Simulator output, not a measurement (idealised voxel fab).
process module | voxel transistor to metal
cross-section cut | 160 nm wide | cells 5 nm
A cross-section is a grid of square cells, given in bands from the top down. A band is one or more rows of cells.
Each band's line starts with the height of the band's top and of its bottom, in nm. Then come its materials from left to right, each with its width in nm. One material with "throughout" fills the band from edge to edge. "air" is empty space.
Height 0 is the level under which the wafer as received is all one material. The lowest band goes on downwards, as in "0 down".
A width such as "30 to 40" changes by the same amount from each row of cells to the next, from the band's top row to its bottom row.
"no change" after a step means that no cell of the cross-section changed.
closed voids: empty space of 8 cells or more with no open way to the top, each as width x height at its distance from the left edge, in nm
after a step's settings: what the simulator itself notes on the step
overlay nm, on a step with a mask: how far to the right of its planned place the mask lay; to the left if negative
plan
1 op RECEIVE | material Si
2 op OXIDIZE | depth nm 5
3 op CONFORMAL_DEP | material SiN | thk nm 10
4 op PATTERN | tone cover | mask id ACTIVE | material resist | width nm 100 | thk nm 20 | overlay nm 0
5 op DIRECTIONAL_ETCH | etch materials SiN | depth nm 10
6 op DIRECTIONAL_ETCH | etch materials SiO2 | depth nm 5
7 op DIRECTIONAL_ETCH | etch materials Si | depth nm 30
8 op STRIP | etch materials resist
9 op OXIDIZE | depth nm 5
10 op FILL_DEP | material SiO2 | thk nm 5
11 op CMP | height nm 10
12 op SELECTIVE_ETCH | etch materials SiO2 | depth nm 5
13 op STRIP | etch materials SiN
14 op SELECTIVE_ETCH | etch materials SiO2 | depth nm 5
15 op OXIDIZE | depth nm 5
16 op DIRECTIONAL_DEP | material polySi | thk nm 25
17 op DIRECTIONAL_DEP | material SiCN | thk nm 15
18 op MASKED_ETCH | tone cover | mask id GATE | width nm 20 | etch materials SiCN | depth nm 25 | overlay nm 0
19 op MASKED_ETCH | tone cover | mask id GATE | width nm 20 | etch materials polySi | depth nm 35 | overlay nm 0
20 op CONFORMAL_DEP | material SiN | thk nm 5
21 op DIRECTIONAL_ETCH | etch materials SiN | depth nm 5
22 op DIRECTIONAL_ETCH | etch materials SiO2 | depth nm 5
23 op EPI | material nSi | thk nm 5
24 op FILL_DEP | material SiO2 | thk nm 5
25 op CMP | height nm 35
26 op DIRECTIONAL_DEP | material SiO2 | thk nm 15
27 op PATTERN | tone open | mask id CONTACT | material resist | width nm 20 | pitch nm 70 | thk nm 20 | overlay nm 0
28 op DIRECTIONAL_ETCH | etch materials SiO2 | depth nm 55
29 op STRIP | etch materials resist
30 op CONFORMAL_DEP | material TiN | thk nm 5
31 op FILL_DEP | material W | thk nm 10
32 op CMP | height nm 50
33 op CONFORMAL_DEP | material SiN | thk nm 5
34 op DIRECTIONAL_DEP | material lowk | thk nm 20
35 op PATTERN | tone open | mask id METAL_1 | material resist | width nm 20 | pitch nm 70 | thk nm 15 | overlay nm 0
36 op DIRECTIONAL_ETCH | etch materials lowk | depth nm 20
37 op DIRECTIONAL_ETCH | etch materials SiN | depth nm 5
38 op STRIP | etch materials resist
39 op CONFORMAL_DEP | material TiN | thk nm 5
40 op FILL_DEP | material Ru | thk nm 10
41 op CMP | height nm 75
42 op CONFORMAL_DEP | material SiCN | thk nm 5
43 op DIRECTIONAL_DEP | material lowk | thk nm 25
44 op DIRECTIONAL_DEP | material aC | thk nm 15
45 op PATTERN | tone open | mask id METAL_2_HOLES | material resist | width nm 15 | pitch nm 70 | thk nm 35 | overlay nm 0
46 op DIRECTIONAL_ETCH | etch materials aC | depth nm 15
47 op STRIP | etch materials resist
48 op DIRECTIONAL_ETCH | etch materials lowk | depth nm 25
49 op STRIP | etch materials aC
50 op PATTERN | tone open | mask id METAL_2 | material resist | width nm 20 | pitch nm 70 | thk nm 15 | overlay nm 0
51 op DIRECTIONAL_ETCH | etch materials lowk | depth nm 15
52 op DIRECTIONAL_ETCH | etch materials SiCN | depth nm 5
53 op STRIP | etch materials resist
54 op CONFORMAL_DEP | material TiN | thk nm 5
55 op FILL_DEP | material Cu | thk nm 10
56 op CMP | height nm 105
57 op CONFORMAL_DEP | material SiCN | thk nm 5
first wafer, as planned
as received, after step 1
  0 down: Si throughout
  closed voids: none
after step 2
  0 to -5: SiO2 throughout
  below -5: unchanged
after step 3
  10 to 0: SiN throughout
  below 0: unchanged
after step 4
  30 to 10: air 30 | resist 100 | air 30
  below 10: unchanged
after step 5
  30 to 10: air 30 | resist 100 | air 30
  10 to 0: air 30 | SiN 100 | air 30
  below 0: unchanged
after step 6
  30 to 10: air 30 | resist 100 | air 30
  10 to 0: air 30 | SiN 100 | air 30
  0 to -5: air 30 | SiO2 100 | air 30
  below -5: unchanged
after step 7
  30 to 10: air 30 | resist 100 | air 30
  10 to 0: air 30 | SiN 100 | air 30
  0 to -5: air 30 | SiO2 100 | air 30
  -5 to -35: air 30 | Si 100 | air 30
  below -35: unchanged
after step 8
  10 to 0: air 30 | SiN 100 | air 30
  below 0: unchanged
after step 9
  10 to 0: air 30 | SiN 100 | air 30
  0 to -5: air 30 | SiO2 100 | air 30
  -5 to -35: air 30 | SiO2 5 | Si 90 | SiO2 5 | air 30
  -35 to -40: SiO2 35 | Si 90 | SiO2 35
  below -40: unchanged
after step 10
  15 to 10: SiO2 throughout
  10 to 0: SiO2 30 | SiN 100 | SiO2 30
  0 to -5: SiO2 throughout
  -5 to -40: SiO2 35 | Si 90 | SiO2 35
  below -40: unchanged
after step 11
  10 to 0: SiO2 30 | SiN 100 | SiO2 30
  below 0: unchanged
after step 12
  10 to 5: air 30 | SiN 100 | air 30
  below 5: unchanged
after step 13
  5 to 0: SiO2 30 | air 100 | SiO2 30
  below 0: unchanged
after step 14
  0 to -5: SiO2 25 | air 110 | SiO2 25
  below -5: unchanged
after step 15
  0 to -5: SiO2 25 | air 110 | SiO2 25
  -5 to -10: SiO2 throughout
  below -10: unchanged
after step 16
  25 to 20: polySi 25 | air 110 | polySi 25
  20 to 0: polySi throughout
  0 to -5: SiO2 25 | polySi 110 | SiO2 25
  below -5: unchanged
after step 17
  40 to 35: SiCN 25 | air 110 | SiCN 25
  35 to 25: SiCN throughout
  25 to 20: polySi 25 | SiCN 110 | polySi 25
  below 20: unchanged
after step 18
  35 to 25: air 70 | SiCN 20 | air 70
  25 to 20: polySi 25 | air 45 | SiCN 20 | air 45 | polySi 25
  below 20: unchanged
after step 19
  35 to 20: air 70 | SiCN 20 | air 70
  20 to 0: air 70 | polySi 20 | air 70
  0 to -5: SiO2 25 | air 45 | polySi 20 | air 45 | SiO2 25
  below -5: unchanged
after step 20
  40 to 35: air 65 | SiN 30 | air 65
  35 to 20: air 65 | SiN 5 | SiCN 20 | SiN 5 | air 65
  20 to 5: air 65 | SiN 5 | polySi 20 | SiN 5 | air 65
  5 to 0: SiN 30 | air 35 | SiN 5 | polySi 20 | SiN 5 | air 35 | SiN 30
  0 to -5: SiO2 25 | SiN 45 | polySi 20 | SiN 45 | SiO2 25
  below -5: unchanged
after step 21
  35 to 20: air 65 | SiN 5 | SiCN 20 | SiN 5 | air 65
  20 to 0: air 65 | SiN 5 | polySi 20 | SiN 5 | air 65
  0 to -5: SiO2 25 | SiN 5 | air 35 | SiN 5 | polySi 20 | SiN 5 | air 35 | SiN 5 | SiO2 25
  below -5: unchanged
after step 22
  35 to 20: air 65 | SiN 5 | SiCN 20 | SiN 5 | air 65
  20 to 0: air 65 | SiN 5 | polySi 20 | SiN 5 | air 65
  0 to -5: air 25 | SiN 5 | air 35 | SiN 5 | polySi 20 | SiN 5 | air 35 | SiN 5 | air 25
  -5 to -10: SiO2 30 | air 35 | SiO2 30 | air 35 | SiO2 30
  below -10: unchanged
after step 23
  35 to 20: air 65 | SiN 5 | SiCN 20 | SiN 5 | air 65
  20 to 0: air 65 | SiN 5 | polySi 20 | SiN 5 | air 65
  0 to -5: air 25 | SiN 5 | air 35 | SiN 5 | polySi 20 | SiN 5 | air 35 | SiN 5 | air 25
  -5 to -10: SiO2 30 | nSi 35 | SiO2 30 | nSi 35 | SiO2 30
  below -10: unchanged
after step 24
  40 to 35: SiO2 throughout
  35 to 20: SiO2 65 | SiN 5 | SiCN 20 | SiN 5 | SiO2 65
  20 to 0: SiO2 65 | SiN 5 | polySi 20 | SiN 5 | SiO2 65
  0 to -5: SiO2 25 | SiN 5 | SiO2 35 | SiN 5 | polySi 20 | SiN 5 | SiO2 35 | SiN 5 | SiO2 25
  below -5: unchanged
after step 25
  35 to 20: SiO2 65 | SiN 5 | SiCN 20 | SiN 5 | SiO2 65
  below 20: unchanged
after step 26
  50 to 35: SiO2 throughout
  below 35: unchanged
after step 27
  70 to 50: resist 35 | air 20 | resist 50 | air 20 | resist 35
  below 50: unchanged
after step 28
  70 to 50: resist 35 | air 20 | resist 50 | air 20 | resist 35
  50 to 35: SiO2 35 | air 20 | SiO2 50 | air 20 | SiO2 35
  35 to 20: SiO2 35 | air 20 | SiO2 10 | SiN 5 | SiCN 20 | SiN 5 | SiO2 10 | air 20 | SiO2 35
  20 to 0: SiO2 35 | air 20 | SiO2 10 | SiN 5 | polySi 20 | SiN 5 | SiO2 10 | air 20 | SiO2 35
  0 to -5: SiO2 25 | SiN 5 | SiO2 5 | air 20 | SiO2 10 | SiN 5 | polySi 20 | SiN 5 | SiO2 10 | air 20 | SiO2 5 | SiN 5 | SiO2 25
  below -5: unchanged
after step 29
  50 to 35: SiO2 35 | air 20 | SiO2 50 | air 20 | SiO2 35
  below 35: unchanged
after step 30
  55 to 50: TiN 40 | air 10 | TiN 60 | air 10 | TiN 40
  50 to 35: SiO2 35 | TiN 5 | air 10 | TiN 5 | SiO2 50 | TiN 5 | air 10 | TiN 5 | SiO2 35
  35 to 20: SiO2 35 | TiN 5 | air 10 | TiN 5 | SiO2 10 | SiN 5 | SiCN 20 | SiN 5 | SiO2 10 | TiN 5 | air 10 | TiN 5 | SiO2 35
  20 to 0: SiO2 35 | TiN 5 | air 10 | TiN 5 | SiO2 10 | SiN 5 | polySi 20 | SiN 5 | SiO2 10 | TiN 5 | air 10 | TiN 5 | SiO2 35
  0 to -5: SiO2 25 | SiN 5 | SiO2 5 | TiN 20 | SiO2 10 | SiN 5 | polySi 20 | SiN 5 | SiO2 10 | TiN 20 | SiO2 5 | SiN 5 | SiO2 25
  below -5: unchanged
after step 31
  65 to 55: W throughout
  55 to 50: TiN 40 | W 10 | TiN 60 | W 10 | TiN 40
  50 to 35: SiO2 35 | TiN 5 | W 10 | TiN 5 | SiO2 50 | TiN 5 | W 10 | TiN 5 | SiO2 35
  35 to 20: SiO2 35 | TiN 5 | W 10 | TiN 5 | SiO2 10 | SiN 5 | SiCN 20 | SiN 5 | SiO2 10 | TiN 5 | W 10 | TiN 5 | SiO2 35
  20 to 0: SiO2 35 | TiN 5 | W 10 | TiN 5 | SiO2 10 | SiN 5 | polySi 20 | SiN 5 | SiO2 10 | TiN 5 | W 10 | TiN 5 | SiO2 35
  below 0: unchanged
after step 32
  50 to 35: SiO2 35 | TiN 5 | W 10 | TiN 5 | SiO2 50 | TiN 5 | W 10 | TiN 5 | SiO2 35
  below 35: unchanged
after step 33
  55 to 50: SiN throughout
  below 50: unchanged
after step 34
  75 to 55: lowk throughout
  below 55: unchanged
after step 35
  90 to 75: resist 35 | air 20 | resist 50 | air 20 | resist 35
  below 75: unchanged
after step 36
  90 to 75: resist 35 | air 20 | resist 50 | air 20 | resist 35
  75 to 55: lowk 35 | air 20 | lowk 50 | air 20 | lowk 35
  below 55: unchanged
after step 37
  90 to 75: resist 35 | air 20 | resist 50 | air 20 | resist 35
  75 to 55: lowk 35 | air 20 | lowk 50 | air 20 | lowk 35
  55 to 50: SiN 35 | air 20 | SiN 50 | air 20 | SiN 35
  below 50: unchanged
after step 38
  75 to 55: lowk 35 | air 20 | lowk 50 | air 20 | lowk 35
  below 55: unchanged
after step 39
  80 to 75: TiN 40 | air 10 | TiN 60 | air 10 | TiN 40
  75 to 55: lowk 35 | TiN 5 | air 10 | TiN 5 | lowk 50 | TiN 5 | air 10 | TiN 5 | lowk 35
  55 to 50: SiN 35 | TiN 20 | SiN 50 | TiN 20 | SiN 35
  below 50: unchanged
after step 40
  90 to 80: Ru throughout
  80 to 75: TiN 40 | Ru 10 | TiN 60 | Ru 10 | TiN 40
  75 to 55: lowk 35 | TiN 5 | Ru 10 | TiN 5 | lowk 50 | TiN 5 | Ru 10 | TiN 5 | lowk 35
  below 55: unchanged
after step 41
  75 to 55: lowk 35 | TiN 5 | Ru 10 | TiN 5 | lowk 50 | TiN 5 | Ru 10 | TiN 5 | lowk 35
  below 55: unchanged
after step 42
  80 to 75: SiCN throughout
  below 75: unchanged
after step 43
  105 to 80: lowk throughout
  below 80: unchanged
after step 44
  120 to 105: aC throughout
  below 105: unchanged
after step 45
  155 to 120: resist 35 | air 15 | resist 55 | air 15 | resist 40
  below 120: unchanged
after step 46
  140 to 120: resist 35 | air 15 | resist 55 | air 15 | resist 40
  120 to 105: aC 35 | air 15 | aC 55 | air 15 | aC 40
  below 105: unchanged
after step 47
  120 to 105: aC 35 | air 15 | aC 55 | air 15 | aC 40
  below 105: unchanged
after step 48
  120 to 105: aC 35 | air 15 | aC 55 | air 15 | aC 40
  105 to 80: lowk 35 | air 15 | lowk 55 | air 15 | lowk 40
  below 80: unchanged
after step 49
  105 to 80: lowk 35 | air 15 | lowk 55 | air 15 | lowk 40
  below 80: unchanged
after step 50
  120 to 105: resist 35 | air 20 | resist 50 | air 20 | resist 35
  below 105: unchanged
after step 51
  120 to 105: resist 35 | air 20 | resist 50 | air 20 | resist 35
  105 to 90: lowk 35 | air 20 | lowk 50 | air 20 | lowk 35
  below 90: unchanged
after step 52
  120 to 105: resist 35 | air 20 | resist 50 | air 20 | resist 35
  105 to 90: lowk 35 | air 20 | lowk 50 | air 20 | lowk 35
  90 to 80: lowk 35 | air 15 | lowk 55 | air 15 | lowk 40
  80 to 75: SiCN 35 | air 15 | SiCN 55 | air 15 | SiCN 40
  below 75: unchanged
after step 53
  105 to 90: lowk 35 | air 20 | lowk 50 | air 20 | lowk 35
  below 90: unchanged
after step 54
  110 to 105: TiN 40 | air 10 | TiN 60 | air 10 | TiN 40
  105 to 95: lowk 35 | TiN 5 | air 10 | TiN 5 | lowk 50 | TiN 5 | air 10 | TiN 5 | lowk 35
  95 to 90: lowk 35 | TiN 5 | air 5 | TiN 10 | lowk 50 | TiN 5 | air 5 | TiN 10 | lowk 35
  90 to 80: lowk 35 | TiN 5 | air 5 | TiN 5 | lowk 55 | TiN 5 | air 5 | TiN 5 | lowk 40
  80 to 75: SiCN 35 | TiN 15 | SiCN 55 | TiN 15 | SiCN 40
  below 75: unchanged
after step 55
  120 to 110: Cu throughout
  110 to 105: TiN 40 | Cu 10 | TiN 60 | Cu 10 | TiN 40
  105 to 95: lowk 35 | TiN 5 | Cu 10 | TiN 5 | lowk 50 | TiN 5 | Cu 10 | TiN 5 | lowk 35
  95 to 90: lowk 35 | TiN 5 | Cu 5 | TiN 10 | lowk 50 | TiN 5 | Cu 5 | TiN 10 | lowk 35
  90 to 80: lowk 35 | TiN 5 | Cu 5 | TiN 5 | lowk 55 | TiN 5 | Cu 5 | TiN 5 | lowk 40
  below 80: unchanged
after step 56
  105 to 95: lowk 35 | TiN 5 | Cu 10 | TiN 5 | lowk 50 | TiN 5 | Cu 10 | TiN 5 | lowk 35
  below 95: unchanged
after step 57
  110 to 105: SiCN throughout
  below 105: unchanged
second wafer: like start, like plan, one mistake. Through step 12 it matches the first wafer
when step 13 should have ended
  10 to 0: air 30 | SiN 100 | air 30
  below 0: unchanged
when step 14 should have ended
  0 to -5: SiO2 throughout
  below -5: unchanged
when step 15 should have ended: no change
when step 16 should have ended
  25 to 0: polySi throughout
  below 0: unchanged
when step 17 should have ended
  40 to 25: SiCN throughout
  below 25: unchanged
when step 18 should have ended
  40 to 25: air 70 | SiCN 20 | air 70
  below 25: unchanged
when step 19 should have ended
  40 to 25: air 70 | SiCN 20 | air 70
  25 to 0: air 70 | polySi 20 | air 70
  below 0: unchanged
when step 20 should have ended
  45 to 40: air 65 | SiN 30 | air 65
  40 to 25: air 65 | SiN 5 | SiCN 20 | SiN 5 | air 65
  25 to 5: air 65 | SiN 5 | polySi 20 | SiN 5 | air 65
  5 to 0: SiN 70 | polySi 20 | SiN 70
  below 0: unchanged
when step 21 should have ended
  40 to 25: air 65 | SiN 5 | SiCN 20 | SiN 5 | air 65
  25 to 0: air 65 | SiN 5 | polySi 20 | SiN 5 | air 65
  below 0: unchanged
when step 22 should have ended
  40 to 25: air 65 | SiN 5 | SiCN 20 | SiN 5 | air 65
  25 to 0: air 65 | SiN 5 | polySi 20 | SiN 5 | air 65
  0 to -5: air 65 | SiO2 30 | air 65
  below -5: unchanged
when step 23 should have ended
  40 to 25: air 65 | SiN 5 | SiCN 20 | SiN 5 | air 65
  25 to 0: air 65 | SiN 5 | polySi 20 | SiN 5 | air 65
  0 to -5: air 30 | nSi 35 | SiO2 30 | nSi 35 | air 30
  below -5: unchanged
when step 24 should have ended
  45 to 40: SiO2 throughout
  40 to 25: SiO2 65 | SiN 5 | SiCN 20 | SiN 5 | SiO2 65
  25 to 0: SiO2 65 | SiN 5 | polySi 20 | SiN 5 | SiO2 65
  0 to -5: SiO2 30 | nSi 35 | SiO2 30 | nSi 35 | SiO2 30
  below -5: unchanged
when step 25 should have ended
  35 to 25: SiO2 65 | SiN 5 | SiCN 20 | SiN 5 | SiO2 65
  below 25: unchanged
when step 26 should have ended
  50 to 35: SiO2 throughout
  below 35: unchanged
when step 27 should have ended
  70 to 50: resist 35 | air 20 | resist 50 | air 20 | resist 35
  below 50: unchanged
when step 28 should have ended
  70 to 50: resist 35 | air 20 | resist 50 | air 20 | resist 35
  50 to 35: SiO2 35 | air 20 | SiO2 50 | air 20 | SiO2 35
  35 to 25: SiO2 35 | air 20 | SiO2 10 | SiN 5 | SiCN 20 | SiN 5 | SiO2 10 | air 20 | SiO2 35
  25 to 0: SiO2 35 | air 20 | SiO2 10 | SiN 5 | polySi 20 | SiN 5 | SiO2 10 | air 20 | SiO2 35
  below 0: unchanged
when step 29 should have ended
  50 to 35: SiO2 35 | air 20 | SiO2 50 | air 20 | SiO2 35
  below 35: unchanged
when step 30 should have ended
  55 to 50: TiN 40 | air 10 | TiN 60 | air 10 | TiN 40
  50 to 35: SiO2 35 | TiN 5 | air 10 | TiN 5 | SiO2 50 | TiN 5 | air 10 | TiN 5 | SiO2 35
  35 to 25: SiO2 35 | TiN 5 | air 10 | TiN 5 | SiO2 10 | SiN 5 | SiCN 20 | SiN 5 | SiO2 10 | TiN 5 | air 10 | TiN 5 | SiO2 35
  25 to 5: SiO2 35 | TiN 5 | air 10 | TiN 5 | SiO2 10 | SiN 5 | polySi 20 | SiN 5 | SiO2 10 | TiN 5 | air 10 | TiN 5 | SiO2 35
  5 to 0: SiO2 35 | TiN 20 | SiO2 10 | SiN 5 | polySi 20 | SiN 5 | SiO2 10 | TiN 20 | SiO2 35
  below 0: unchanged
when step 31 should have ended
  65 to 55: W throughout
  55 to 50: TiN 40 | W 10 | TiN 60 | W 10 | TiN 40
  50 to 35: SiO2 35 | TiN 5 | W 10 | TiN 5 | SiO2 50 | TiN 5 | W 10 | TiN 5 | SiO2 35
  35 to 25: SiO2 35 | TiN 5 | W 10 | TiN 5 | SiO2 10 | SiN 5 | SiCN 20 | SiN 5 | SiO2 10 | TiN 5 | W 10 | TiN 5 | SiO2 35
  25 to 5: SiO2 35 | TiN 5 | W 10 | TiN 5 | SiO2 10 | SiN 5 | polySi 20 | SiN 5 | SiO2 10 | TiN 5 | W 10 | TiN 5 | SiO2 35
  below 5: unchanged
when step 32 should have ended
  50 to 35: SiO2 35 | TiN 5 | W 10 | TiN 5 | SiO2 50 | TiN 5 | W 10 | TiN 5 | SiO2 35
  below 35: unchanged
when step 33 should have ended
  55 to 50: SiN throughout
  below 50: unchanged
when step 34 should have ended
  75 to 55: lowk throughout
  below 55: unchanged
when step 35 should have ended
  90 to 75: resist 35 | air 20 | resist 50 | air 20 | resist 35
  below 75: unchanged
when step 36 should have ended
  90 to 75: resist 35 | air 20 | resist 50 | air 20 | resist 35
  75 to 55: lowk 35 | air 20 | lowk 50 | air 20 | lowk 35
  below 55: unchanged
when step 37 should have ended
  90 to 75: resist 35 | air 20 | resist 50 | air 20 | resist 35
  75 to 55: lowk 35 | air 20 | lowk 50 | air 20 | lowk 35
  55 to 50: SiN 35 | air 20 | SiN 50 | air 20 | SiN 35
  below 50: unchanged
when step 38 should have ended
  75 to 55: lowk 35 | air 20 | lowk 50 | air 20 | lowk 35
  below 55: unchanged
when step 39 should have ended
  80 to 75: TiN 40 | air 10 | TiN 60 | air 10 | TiN 40
  75 to 55: lowk 35 | TiN 5 | air 10 | TiN 5 | lowk 50 | TiN 5 | air 10 | TiN 5 | lowk 35
  55 to 50: SiN 35 | TiN 20 | SiN 50 | TiN 20 | SiN 35
  below 50: unchanged
when step 40 should have ended
  90 to 80: Ru throughout
  80 to 75: TiN 40 | Ru 10 | TiN 60 | Ru 10 | TiN 40
  75 to 55: lowk 35 | TiN 5 | Ru 10 | TiN 5 | lowk 50 | TiN 5 | Ru 10 | TiN 5 | lowk 35
  below 55: unchanged
when step 41 should have ended
  75 to 55: lowk 35 | TiN 5 | Ru 10 | TiN 5 | lowk 50 | TiN 5 | Ru 10 | TiN 5 | lowk 35
  below 55: unchanged
when step 42 should have ended
  80 to 75: SiCN throughout
  below 75: unchanged
when step 43 should have ended
  105 to 80: lowk throughout
  below 80: unchanged
when step 44 should have ended
  120 to 105: aC throughout
  below 105: unchanged
when step 45 should have ended
  155 to 120: resist 35 | air 15 | resist 55 | air 15 | resist 40
  below 120: unchanged
when step 46 should have ended
  140 to 120: resist 35 | air 15 | resist 55 | air 15 | resist 40
  120 to 105: aC 35 | air 15 | aC 55 | air 15 | aC 40
  below 105: unchanged
when step 47 should have ended
  120 to 105: aC 35 | air 15 | aC 55 | air 15 | aC 40
  below 105: unchanged
when step 48 should have ended
  120 to 105: aC 35 | air 15 | aC 55 | air 15 | aC 40
  105 to 80: lowk 35 | air 15 | lowk 55 | air 15 | lowk 40
  below 80: unchanged
when step 49 should have ended
  105 to 80: lowk 35 | air 15 | lowk 55 | air 15 | lowk 40
  below 80: unchanged
when step 50 should have ended
  120 to 105: resist 35 | air 20 | resist 50 | air 20 | resist 35
  below 105: unchanged
when step 51 should have ended
  120 to 105: resist 35 | air 20 | resist 50 | air 20 | resist 35
  105 to 90: lowk 35 | air 20 | lowk 50 | air 20 | lowk 35
  below 90: unchanged
when step 52 should have ended
  120 to 105: resist 35 | air 20 | resist 50 | air 20 | resist 35
  105 to 90: lowk 35 | air 20 | lowk 50 | air 20 | lowk 35
  90 to 80: lowk 35 | air 15 | lowk 55 | air 15 | lowk 40
  80 to 75: SiCN 35 | air 15 | SiCN 55 | air 15 | SiCN 40
  below 75: unchanged
when step 53 should have ended
  105 to 90: lowk 35 | air 20 | lowk 50 | air 20 | lowk 35
  below 90: unchanged
when step 54 should have ended
  110 to 105: TiN 40 | air 10 | TiN 60 | air 10 | TiN 40
  105 to 95: lowk 35 | TiN 5 | air 10 | TiN 5 | lowk 50 | TiN 5 | air 10 | TiN 5 | lowk 35
  95 to 90: lowk 35 | TiN 5 | air 5 | TiN 10 | lowk 50 | TiN 5 | air 5 | TiN 10 | lowk 35
  90 to 80: lowk 35 | TiN 5 | air 5 | TiN 5 | lowk 55 | TiN 5 | air 5 | TiN 5 | lowk 40
  80 to 75: SiCN 35 | TiN 15 | SiCN 55 | TiN 15 | SiCN 40
  below 75: unchanged
when step 55 should have ended
  120 to 110: Cu throughout
  110 to 105: TiN 40 | Cu 10 | TiN 60 | Cu 10 | TiN 40
  105 to 95: lowk 35 | TiN 5 | Cu 10 | TiN 5 | lowk 50 | TiN 5 | Cu 10 | TiN 5 | lowk 35
  95 to 90: lowk 35 | TiN 5 | Cu 5 | TiN 10 | lowk 50 | TiN 5 | Cu 5 | TiN 10 | lowk 35
  90 to 80: lowk 35 | TiN 5 | Cu 5 | TiN 5 | lowk 55 | TiN 5 | Cu 5 | TiN 5 | lowk 40
  below 80: unchanged
when step 56 should have ended
  105 to 95: lowk 35 | TiN 5 | Cu 10 | TiN 5 | lowk 50 | TiN 5 | Cu 10 | TiN 5 | lowk 35
  below 95: unchanged
when step 57 should have ended
  110 to 105: SiCN throughout
  below 105: unchanged
what went wrong: steps 13 and 14 were swapped
at the end the second wafer has, in cells: 18 more of Si | 4 fewer of SiCN | 4 fewer of SiN | 2 fewer of SiO2 | 4 fewer of TiN | 4 fewer of W
